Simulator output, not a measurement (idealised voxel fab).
The process module presented herein is designated voxel released beams.
The figure presents cross-section cut, which has a width of 255 nm and is divided into square cells with an edge length of 5 nm.
Cross-sections here: square-cell grids, written as top-down lists of bands, a band being one or more rows of cells. What a band's entry tells you: where the top is and where the bottom is, as heights in nm, and after that what lies inside, material by material from left to right, each with its width in nm. Empty space is written as the word "empty", and a single material marked with the word "all across" occupies the band from edge to edge. Height reference: 0 = level under which incoming wafer is all one material. Lowest band: no bottom, runs on downward, e.g. "0 -> down". Graded width ("30..40"): value in top row of band = first number; value in bottom row = second number; row-to-row change constant. Key: "remained unchanged" - step with no changed cell in the cross-section. Empty spaces without an open route to the top, at least 8 cells in extent, make up the entry "Enclosed internal voids"; each is given as width x height at distance, where the distance is measured from the left edge, and all are in nm. That trailing text on a step's line, after the settings, is the simulator's own remark on the step. "overlay nm" answers the question of how far to the right of plan the mask lay on a step that has a mask, and when it is negative the answer is to the left.
### Process steps foreseen in the plan
step 1: RECEIVE | material Si
step 2: CONFORMAL_DEP | material SiN | thk nm 5
step 3: DIRECTIONAL_DEP | material SiO2 | thk nm 20
step 4: MASKED_ETCH | tone open | mask id ANCHOR | width nm 35 | etch materials SiO2 | depth nm 20 | overlay nm -15
step 5: CONFORMAL_DEP | material W | thk nm 10
step 6: DIRECTIONAL_DEP | material aC | thk nm 15
step 7: PATTERN | tone cover | mask id BEAM | material resist | width nm 85 | thk nm 30 | overlay nm 0
step 8: DIRECTIONAL_ETCH | etch materials aC | depth nm 15
step 9: STRIP | etch materials resist
step 10: DIRECTIONAL_ETCH | etch materials W | depth nm 10
step 11: STRIP | etch materials aC
step 12: STRIP | etch materials SiO2
Where the wafers of this document differ is in the overlay nm of step 4; they start out the same, and the plan states the value that applied to the first wafer.
### Cross-section of the first of several wafers on receipt, reflecting completion of step 1
* 0 -> down | Si all across
* Enclosed internal voids: none
### wafer rows; end of module; cells per material since receipt: (+) gained, (-) lost; then closed voids
overlay nm -15; +51 SiN; +50 W; Enclosed internal voids: none
overlay nm -10; +51 SiN; +50 W; Enclosed internal voids: none
overlay nm -5; +51 SiN; +50 W; Enclosed internal voids: none
overlay nm 0; +51 SiN; +50 W; Enclosed internal voids: none
overlay nm 5; +51 SiN; +50 W; Enclosed internal voids: none
overlay nm 10; +51 SiN; +50 W; Enclosed internal voids: none
overlay nm 15; +51 SiN; +50 W; Enclosed internal voids: none
